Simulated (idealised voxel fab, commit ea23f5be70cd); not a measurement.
Documented hereafter: the process module known as voxel plated lines.
Square cells of 5 nm make up the cross-section cut, whose width is 240 nm.
Cross-section, as written here: a square-cell grid given band by band from the top down, where a band holds one or more rows of cells. Quick guide to a band line: top height, bottom height (nm) up front; then every material left to right with its width in nm. Only one material and it's marked "throughout"? Then it fills the band edge to edge. And "empty" just means empty space. Measure heights from 0. That's the level where, below it, the as-received wafer is all one material. The lowest band is bottomless and extends downward; write it as in "z 0 and below". So if you see something like "30..40" for the width, read it as the top row of the band sitting at the first number and the bottom row at the second, with every row in between moving by the same amount as the last. "nothing changed", as given for a step, is the statement that not any cell of the cross-section underwent a change during that step. What "Fully enclosed voids" gives you is every empty space of 8 cells or more that is cut off from the top. Each appears as width x height at distance, with the distance taken from the left edge and width, height and distance all in nm. What comes after the settings on a step's line is commentary from the simulator itself on that step. overlay nm, on a step with a mask: how far to the right of its planned place the mask lay; to the left if negative. In what follows, pairs of cross-sections are presented, each taken before and after one process step, with the after cross-section shown only down to the lowest band that was altered; the step, together with its settings, is stated below the pair. The pairs may stem from different runs of this module on the same starting wafer; accordingly, a pair should be taken as continuing from the one above it solely where its entry headed "Prior to step" indicates as much.
-- Prior to step
z 0 and below | Si throughout
Fully enclosed voids: none
-- Step Outcome
z 10 to 0 | Al2O3 throughout
Below a height of 0, the structure has not been altered.
Fully enclosed voids: none
Intermediate step for the cross-sections above: op CONFORMAL_DEP | material Al2O3 | thk nm 10
Prior to step: this step begins from the cross-section that the pair just above shows after its step.
-- Step Outcome
z 15 to 10 | TiN throughout
Below a height of 10, the structure has not been altered.
Fully enclosed voids: none
Intermediate step for the cross-sections above: op DIRECTIONAL_DEP | material TiN | thk nm 5
Prior to step: this step begins from the cross-section that the pair just above shows after its step.
-- Step Outcome
z 45 to 15 | 15 resist / 30 empty / 30 resist / 30 empty / 30 resist / 30 empty / 30 resist / 30 empty / 15 resist
Below a height of 15, the structure has not been altered.
Fully enclosed voids: none
Intermediate step for the cross-sections above: op PATTERN | tone open | mask id LINES | material resist | width nm 30 | pitch nm 60 | thk nm 30 | overlay nm 0
Prior to step: this step begins from the cross-section that the pair just above shows after its step.
-- Step Outcome
z 45 to 25 | 15 resist / 30 empty / 30 resist / 30 empty / 30 resist / 30 empty / 30 resist / 30 empty / 15 resist
z 25 to 15 | 15 resist / 30 Ru / 30 resist / 30 Ru / 30 resist / 30 Ru / 30 resist / 30 Ru / 15 resist
Below a height of 15, the structure has not been altered.
Fully enclosed voids: none
Intermediate step for the cross-sections above: op EPI | material Ru | thk nm 10
Prior to step: this step begins from the cross-section that the pair just above shows after its step.
-- Step Outcome
z 45 to 35 | 15 resist / 30 empty / 30 resist / 30 empty / 30 resist / 30 empty / 30 resist / 30 empty / 15 resist
z 35 to 15 | 15 resist / 30 Ru / 30 resist / 30 Ru / 30 resist / 30 Ru / 30 resist / 30 Ru / 15 resist
Below a height of 15, the structure has not been altered.
Fully enclosed voids: none
Intermediate step for the cross-sections above: op EPI | material Ru | thk nm 10
Prior to step: this step begins from the cross-section that the pair just above shows after its step.
-- Step Outcome
z 35 to 15 | 15 empty / 30 Ru / 30 empty / 30 Ru / 30 empty / 30 Ru / 30 empty / 30 Ru / 15 empty
Below a height of 15, the structure has not been altered.
Fully enclosed voids: none
Intermediate step for the cross-sections above: op STRIP | etch materials resist
Prior to step: this step begins from the cross-section that the pair just above shows after its step.
-- Step Outcome
z 35 to 15 | 15 empty / 30 Ru / 30 empty / 30 Ru / 30 empty / 30 Ru / 30 empty / 30 Ru / 15 empty
z 15 to 10 | 15 empty / 30 TiN / 30 empty / 30 TiN / 30 empty / 30 TiN / 30 empty / 30 TiN / 15 empty
Below a height of 10, the structure has not been altered.
Fully enclosed voids: none
Intermediate step for the cross-sections above: op DIRECTIONAL_ETCH | etch materials TiN | depth nm 5
Prior to step: this step begins from the cross-section that the pair just above shows after its step.
-- Step Outcome
z 40 to 35 | 10 empty / 40 SiN / 20 empty / 40 SiN / 20 empty / 40 SiN / 20 empty / 40 SiN / 10 empty
z 35 to 15 | 10 empty / 5 SiN / 30 Ru / 5 SiN / 20 empty / 5 SiN / 30 Ru / 5 SiN / 20 empty / 5 SiN / 30 Ru / 5 SiN / 20 empty / 5 SiN / 30 Ru / 5 SiN / 10 empty
z 15 to 10 | 15 SiN / 30 TiN / 30 SiN / 30 TiN / 30 SiN / 30 TiN / 30 SiN / 30 TiN / 15 SiN
Below a height of 10, the structure has not been altered.
Fully enclosed voids: none
Intermediate step for the cross-sections above: op CONFORMAL_DEP | material SiN | thk nm 5
-- Prior to step
z 10 to 0 | Al2O3 throughout
z 0 and below | Si throughout
Fully enclosed voids: none
-- Step Outcome
z 40 to 10 | 15 resist / 30 empty / 30 resist / 30 empty / 30 resist / 30 empty / 30 resist / 30 empty / 15 resist
Below a height of 10, the structure has not been altered.
Fully enclosed voids: none
Intermediate step for the cross-sections above: op PATTERN | tone open | mask id LINES | material resist | width nm 30 | pitch nm 60 | thk nm 30 | overlay nm 0
Prior to step: this step begins from the cross-section that the pair just above shows after its step.
-- Step Outcome
z 10 to 0 | Al2O3 throughout
Below a height of 0, the structure has not been altered.
Fully enclosed voids: none
Intermediate step for the cross-sections above: op STRIP | etch materials resist
Prior to step: this step begins from the cross-section that the pair just above shows after its step.
-- Step Outcome
z 15 to 10 | SiN throughout
Below a height of 10, the structure has not been altered.
Fully enclosed voids: none
Intermediate step for the cross-sections above: op CONFORMAL_DEP | material SiN | thk nm 5
-- Prior to step
z 45 to 35 | 15 resist / 30 empty / 30 resist / 30 empty / 30 resist / 30 empty / 30 resist / 30 empty / 15 resist
z 35 to 15 | 15 resist / 30 Ru / 30 resist / 30 Ru / 30 resist / 30 Ru / 30 resist / 30 Ru / 15 resist
z 15 to 10 | TiN throughout
z 10 to 0 | Al2O3 throughout
z 0 and below | Si throughout
Fully enclosed voids: none
-- Step Outcome
z 45 to 15 | 15 resist / 30 Ru / 30 resist / 30 Ru / 30 resist / 30 Ru / 30 resist / 30 Ru / 15 resist
Below a height of 15, the structure has not been altered.
Fully enclosed voids: none
Intermediate step for the cross-sections above: op EPI | material Ru | thk nm 10
Prior to step: this step begins from the cross-section that the pair just above shows after its step.
-- Step Outcome
z 45 to 15 | 15 empty / 30 Ru / 30 empty / 30 Ru / 30 empty / 30 Ru / 30 empty / 30 Ru / 15 empty
Below a height of 15, the structure has not been altered.
Fully enclosed voids: none
Intermediate step for the cross-sections above: op STRIP | etch materials resist
Prior to step: this step begins from the cross-section that the pair just above shows after its step.
-- Step Outcome
z 45 to 15 | 15 empty / 30 Ru / 30 empty / 30 Ru / 30 empty / 30 Ru / 30 empty / 30 Ru / 15 empty
z 15 to 10 | 15 empty / 30 TiN / 30 empty / 30 TiN / 30 empty / 30 TiN / 30 empty / 30 TiN / 15 empty
Below a height of 10, the structure has not been altered.
Fully enclosed voids: none
Intermediate step for the cross-sections above: op DIRECTIONAL_ETCH | etch materials TiN | depth nm 5
Prior to step: this step begins from the cross-section that the pair just above shows after its step.
-- Step Outcome
z 50 to 45 | 10 empty / 40 SiN / 20 empty / 40 SiN / 20 empty / 40 SiN / 20 empty / 40 SiN / 10 empty
z 45 to 15 | 10 empty / 5 SiN / 30 Ru / 5 SiN / 20 empty / 5 SiN / 30 Ru / 5 SiN / 20 empty / 5 SiN / 30 Ru / 5 SiN / 20 empty / 5 SiN / 30 Ru / 5 SiN / 10 empty
z 15 to 10 | 15 SiN / 30 TiN / 30 SiN / 30 TiN / 30 SiN / 30 TiN / 30 SiN / 30 TiN / 15 SiN
Below a height of 10, the structure has not been altered.
Fully enclosed voids: none
Intermediate step for the cross-sections above: op CONFORMAL_DEP | material SiN | thk nm 5
-- Prior to step
z 15 to 10 | TiN throughout
z 10 to 0 | Al2O3 throughout
z 0 and below | Si throughout
Fully enclosed voids: none
-- Step Outcome
z 25 to 15 | Ru throughout
Below a height of 15, the structure has not been altered.
Fully enclosed voids: none
Intermediate step for the cross-sections above: op EPI | material Ru | thk nm 10
Prior to step: this step begins from the cross-section that the pair just above shows after its step.
-- Step Outcome
z 55 to 25 | 15 resist / 30 empty / 30 resist / 30 empty / 30 resist / 30 empty / 30 resist / 30 empty / 15 resist
Below a height of 25, the structure has not been altered.
Fully enclosed voids: none
Intermediate step for the cross-sections above: op PATTERN | tone open | mask id LINES | material resist | width nm 30 | pitch nm 60 | thk nm 30 | overlay nm 0
Prior to step: this step begins from the cross-section that the pair just above shows after its step.
-- Step Outcome
z 55 to 35 | 15 resist / 30 empty / 30 resist / 30 empty / 30 resist / 30 empty / 30 resist / 30 empty / 15 resist
z 35 to 25 | 15 resist / 30 Ru / 30 resist / 30 Ru / 30 resist / 30 Ru / 30 resist / 30 Ru / 15 resist
Below a height of 25, the structure has not been altered.
Fully enclosed voids: none
Intermediate step for the cross-sections above: op EPI | material Ru | thk nm 10
Prior to step: this step begins from the cross-section that the pair just above shows after its step.
-- Step Outcome
z 35 to 25 | 15 empty / 30 Ru / 30 empty / 30 Ru / 30 empty / 30 Ru / 30 empty / 30 Ru / 15 empty
Below a height of 25, the structure has not been altered.
Fully enclosed voids: none
Intermediate step for the cross-sections above: op STRIP | etch materials resist
Prior to step: this step begins from the cross-section that the pair just above shows after its step.
-- Step Outcome
z 40 to 35 | 10 empty / 40 SiN / 20 empty / 40 SiN / 20 empty / 40 SiN / 20 empty / 40 SiN / 10 empty
z 35 to 30 | 10 empty / 5 SiN / 30 Ru / 5 SiN / 20 empty / 5 SiN / 30 Ru / 5 SiN / 20 empty / 5 SiN / 30 Ru / 5 SiN / 20 empty / 5 SiN / 30 Ru / 5 SiN / 10 empty
z 30 to 25 | 15 SiN / 30 Ru / 30 SiN / 30 Ru / 30 SiN / 30 Ru / 30 SiN / 30 Ru / 15 SiN
Below a height of 25, the structure has not been altered.
Fully enclosed voids: none
Intermediate step for the cross-sections above: op CONFORMAL_DEP | material SiN | thk nm 5
-- Prior to step
z 0 and below | Si throughout
Fully enclosed voids: none
-- Step Outcome
z 5 to 0 | Al2O3 throughout
Below a height of 0, the structure has not been altered.
Fully enclosed voids: none
Intermediate step for the cross-sections above: op CONFORMAL_DEP | material Al2O3 | thk nm 5
Prior to step: this step begins from the cross-section that the pair just above shows after its step.
-- Step Outcome
z 10 to 5 | TiN throughout
Below a height of 5, the structure has not been altered.
Fully enclosed voids: none
Intermediate step for the cross-sections above: op DIRECTIONAL_DEP | material TiN | thk nm 5
Prior to step: this step begins from the cross-section that the pair just above shows after its step.
-- Step Outcome
z 40 to 10 | 15 resist / 30 empty / 30 resist / 30 empty / 30 resist / 30 empty / 30 resist / 30 empty / 15 resist
Below a height of 10, the structure has not been altered.
Fully enclosed voids: none
Intermediate step for the cross-sections above: op PATTERN | tone open | mask id LINES | material resist | width nm 30 | pitch nm 60 | thk nm 30 | overlay nm 0
Prior to step: this step begins from the cross-section that the pair just above shows after its step.
-- Step Outcome
z 40 to 20 | 15 resist / 30 empty / 30 resist / 30 empty / 30 resist / 30 empty / 30 resist / 30 empty / 15 resist
z 20 to 10 | 15 resist / 30 Ru / 30 resist / 30 Ru / 30 resist / 30 Ru / 30 resist / 30 Ru / 15 resist
Below a height of 10, the structure has not been altered.
Fully enclosed voids: none
Intermediate step for the cross-sections above: op EPI | material Ru | thk nm 10
Prior to step: this step begins from the cross-section that the pair just above shows after its step.
-- Step Outcome
z 40 to 30 | 15 resist / 30 empty / 30 resist / 30 empty / 30 resist / 30 empty / 30 resist / 30 empty / 15 resist
z 30 to 10 | 15 resist / 30 Ru / 30 resist / 30 Ru / 30 resist / 30 Ru / 30 resist / 30 Ru / 15 resist
Below a height of 10, the structure has not been altered.
Fully enclosed voids: none
Intermediate step for the cross-sections above: op EPI | material Ru | thk nm 10
Prior to step: this step begins from the cross-section that the pair just above shows after its step.
-- Step Outcome
z 30 to 10 | 15 empty / 30 Ru / 30 empty / 30 Ru / 30 empty / 30 Ru / 30 empty / 30 Ru / 15 empty
Below a height of 10, the structure has not been altered.
Fully enclosed voids: none
Intermediate step for the cross-sections above: op STRIP | etch materials resist
Prior to step: this step begins from the cross-section that the pair just above shows after its step.
-- Step Outcome
z 30 to 10 | 15 empty / 30 Ru / 30 empty / 30 Ru / 30 empty / 30 Ru / 30 empty / 30 Ru / 15 empty
z 10 to 5 | 15 empty / 30 TiN / 30 empty / 30 TiN / 30 empty / 30 TiN / 30 empty / 30 TiN / 15 empty
Below a height of 5, the structure has not been altered.
Fully enclosed voids: none
Intermediate step for the cross-sections above: op DIRECTIONAL_ETCH | etch materials TiN | depth nm 5
Prior to step: this step begins from the cross-section that the pair just above shows after its step.
-- Step Outcome
z 35 to 30 | 10 empty / 40 SiN / 20 empty / 40 SiN / 20 empty / 40 SiN / 20 empty / 40 SiN / 10 empty
z 30 to 10 | 10 empty / 5 SiN / 30 Ru / 5 SiN / 20 empty / 5 SiN / 30 Ru / 5 SiN / 20 empty / 5 SiN / 30 Ru / 5 SiN / 20 empty / 5 SiN / 30 Ru / 5 SiN / 10 empty
z 10 to 5 | 15 SiN / 30 TiN / 30 SiN / 30 TiN / 30 SiN / 30 TiN / 30 SiN / 30 TiN / 15 SiN
Below a height of 5, the structure has not been altered.
Fully enclosed voids: none
Intermediate step for the cross-sections above: op CONFORMAL_DEP | material SiN | thk nm 5
-- Prior to step
z 15 to 10 | TiN throughout
z 10 to 0 | Al2O3 throughout
z 0 and below | Si throughout
Fully enclosed voids: none
-- Step Outcome
z 45 to 15 | 20 resist / 20 empty / 40 resist / 20 empty / 40 resist / 20 empty / 40 resist / 20 empty / 20 resist
Below a height of 15, the structure has not been altered.
Fully enclosed voids: none
Intermediate step for the cross-sections above: op PATTERN | tone open | mask id LINES | material resist | width nm 20 | pitch nm 60 | thk nm 30 | overlay nm 0
Prior to step: this step begins from the cross-section that the pair just above shows after its step.
-- Step Outcome
z 45 to 25 | 20 resist / 20 empty / 40 resist / 20 empty / 40 resist / 20 empty / 40 resist / 20 empty / 20 resist
z 25 to 15 | 20 resist / 20 Ru / 40 resist / 20 Ru / 40 resist / 20 Ru / 40 resist / 20 Ru / 20 resist
Below a height of 15, the structure has not been altered.
Fully enclosed voids: none
Intermediate step for the cross-sections above: op EPI | material Ru | thk nm 10
Prior to step: this step begins from the cross-section that the pair just above shows after its step.
-- Step Outcome
z 45 to 35 | 20 resist / 20 empty / 40 resist / 20 empty / 40 resist / 20 empty / 40 resist / 20 empty / 20 resist
z 35 to 15 | 20 resist / 20 Ru / 40 resist / 20 Ru / 40 resist / 20 Ru / 40 resist / 20 Ru / 20 resist
Below a height of 15, the structure has not been altered.
Fully enclosed voids: none
Intermediate step for the cross-sections above: op EPI | material Ru | thk nm 10
Prior to step: this step begins from the cross-section that the pair just above shows after its step.
-- Step Outcome
z 35 to 15 | 20 empty / 20 Ru / 40 empty / 20 Ru / 40 empty / 20 Ru / 40 empty / 20 Ru / 20 empty
Below a height of 15, the structure has not been altered.
Fully enclosed voids: none
Intermediate step for the cross-sections above: op STRIP | etch materials resist
Prior to step: this step begins from the cross-section that the pair just above shows after its step.
-- Step Outcome
z 35 to 15 | 20 empty / 20 Ru / 40 empty / 20 Ru / 40 empty / 20 Ru / 40 empty / 20 Ru / 20 empty
z 15 to 10 | 20 empty / 20 TiN / 40 empty / 20 TiN / 40 empty / 20 TiN / 40 empty / 20 TiN / 20 empty
Below a height of 10, the structure has not been altered.
Fully enclosed voids: none
Intermediate step for the cross-sections above: op DIRECTIONAL_ETCH | etch materials TiN | depth nm 5
Prior to step: this step begins from the cross-section that the pair just above shows after its step.
-- Step Outcome
z 40 to 35 | 15 empty / 30 SiN / 30 empty / 30 SiN / 30 empty / 30 SiN / 30 empty / 30 SiN / 15 empty
z 35 to 15 | 15 empty / 5 SiN / 20 Ru / 5 SiN / 30 empty / 5 SiN / 20 Ru / 5 SiN / 30 empty / 5 SiN / 20 Ru / 5 SiN / 30 empty / 5 SiN / 20 Ru / 5 SiN / 15 empty
z 15 to 10 | 20 SiN / 20 TiN / 40 SiN / 20 TiN / 40 SiN / 20 TiN / 40 SiN / 20 TiN / 20 SiN
Below a height of 10, the structure has not been altered.
Fully enclosed voids: none
Intermediate step for the cross-sections above: op CONFORMAL_DEP | material SiN | thk nm 5
-- Prior to step
z 10 to 0 | Al2O3 throughout
z 0 and below | Si throughout
Fully enclosed voids: none
-- Step Outcome
z 15 to 0 | Al2O3 throughout
Below a height of 0, the structure has not been altered.
Fully enclosed voids: none
Intermediate step for the cross-sections above: op DIRECTIONAL_DEP | material Al2O3 | thk nm 5
Prior to step: this step begins from the cross-section that the pair just above shows after its step.
-- Step Outcome
z 45 to 15 | 15 resist / 30 empty / 30 resist / 30 empty / 30 resist / 30 empty / 30 resist / 30 empty / 15 resist
Below a height of 15, the structure has not been altered.
Fully enclosed voids: none
Intermediate step for the cross-sections above: op PATTERN | tone open | mask id LINES | material resist | width nm 30 | pitch nm 60 | thk nm 30 | overlay nm 0
Prior to step: this step begins from the cross-section that the pair just above shows after its step.
-- Step Outcome
z 15 to 0 | Al2O3 throughout
Below a height of 0, the structure has not been altered.
Fully enclosed voids: none
Intermediate step for the cross-sections above: op STRIP | etch materials resist
Prior to step: this step begins from the cross-section that the pair just above shows after its step.
-- Step Outcome
z 20 to 15 | SiN throughout
Below a height of 15, the structure has not been altered.
Fully enclosed voids: none
Intermediate step for the cross-sections above: op CONFORMAL_DEP | material SiN | thk nm 5
-- Prior to step
z 15 to 10 | TiN throughout
z 10 to 0 | Al2O3 throughout
z 0 and below | Si throughout
Fully enclosed voids: none
-- Step Outcome
z 45 to 15 | 15 empty / 30 resist / 30 empty / 30 resist / 30 empty / 30 resist / 30 empty / 30 resist / 15 empty
Below a height of 15, the structure has not been altered.
Fully enclosed voids: none
Intermediate step for the cross-sections above: op PATTERN | tone cover | mask id LINES | material resist | width nm 30 | pitch nm 60 | thk nm 30 | overlay nm 0
Prior to step: this step begins from the cross-section that the pair just above shows after its step.
-- Step Outcome
z 45 to 25 | 15 empty / 30 resist / 30 empty / 30 resist / 30 empty / 30 resist / 30 empty / 30 resist / 15 empty
z 25 to 15 | 15 Ru / 30 resist / 30 Ru / 30 resist / 30 Ru / 30 resist / 30 Ru / 30 resist / 15 Ru
Below a height of 15, the structure has not been altered.
Fully enclosed voids: none
Intermediate step for the cross-sections above: op EPI | material Ru | thk nm 10
Prior to step: this step begins from the cross-section that the pair just above shows after its step.
-- Step Outcome
z 45 to 35 | 15 empty / 30 resist / 30 empty / 30 resist / 30 empty / 30 resist / 30 empty / 30 resist / 15 empty
z 35 to 15 | 15 Ru / 30 resist / 30 Ru / 30 resist / 30 Ru / 30 resist / 30 Ru / 30 resist / 15 Ru
Below a height of 15, the structure has not been altered.
Fully enclosed voids: none
Intermediate step for the cross-sections above: op EPI | material Ru | thk nm 10
Prior to step: this step begins from the cross-section that the pair just above shows after its step.
-- Step Outcome
z 35 to 15 | 15 Ru / 30 empty / 30 Ru / 30 empty / 30 Ru / 30 empty / 30 Ru / 30 empty / 15 Ru
Below a height of 15, the structure has not been altered.
Fully enclosed voids: none
Intermediate step for the cross-sections above: op STRIP | etch materials resist
Prior to step: this step begins from the cross-section that the pair just above shows after its step.
-- Step Outcome
z 35 to 15 | 15 Ru / 30 empty / 30 Ru / 30 empty / 30 Ru / 30 empty / 30 Ru / 30 empty / 15 Ru
z 15 to 10 | 15 TiN / 30 empty / 30 TiN / 30 empty / 30 TiN / 30 empty / 30 TiN / 30 empty / 15 TiN
Below a height of 10, the structure has not been altered.
Fully enclosed voids: none
Intermediate step for the cross-sections above: op DIRECTIONAL_ETCH | etch materials TiN | depth nm 5
Prior to step: this step begins from the cross-section that the pair just above shows after its step.
-- Step Outcome
z 40 to 35 | 20 SiN / 20 empty / 40 SiN / 20 empty / 40 SiN / 20 empty / 40 SiN / 20 empty / 20 SiN
z 35 to 15 | 15 Ru / 5 SiN / 20 empty / 5 SiN / 30 Ru / 5 SiN / 20 empty / 5 SiN / 30 Ru / 5 SiN / 20 empty / 5 SiN / 30 Ru / 5 SiN / 20 empty / 5 SiN / 15 Ru
z 15 to 10 | 15 TiN / 30 SiN / 30 TiN / 30 SiN / 30 TiN / 30 SiN / 30 TiN / 30 SiN / 15 TiN
Below a height of 10, the structure has not been altered.
Fully enclosed voids: none
Intermediate step for the cross-sections above: op CONFORMAL_DEP | material SiN | thk nm 5
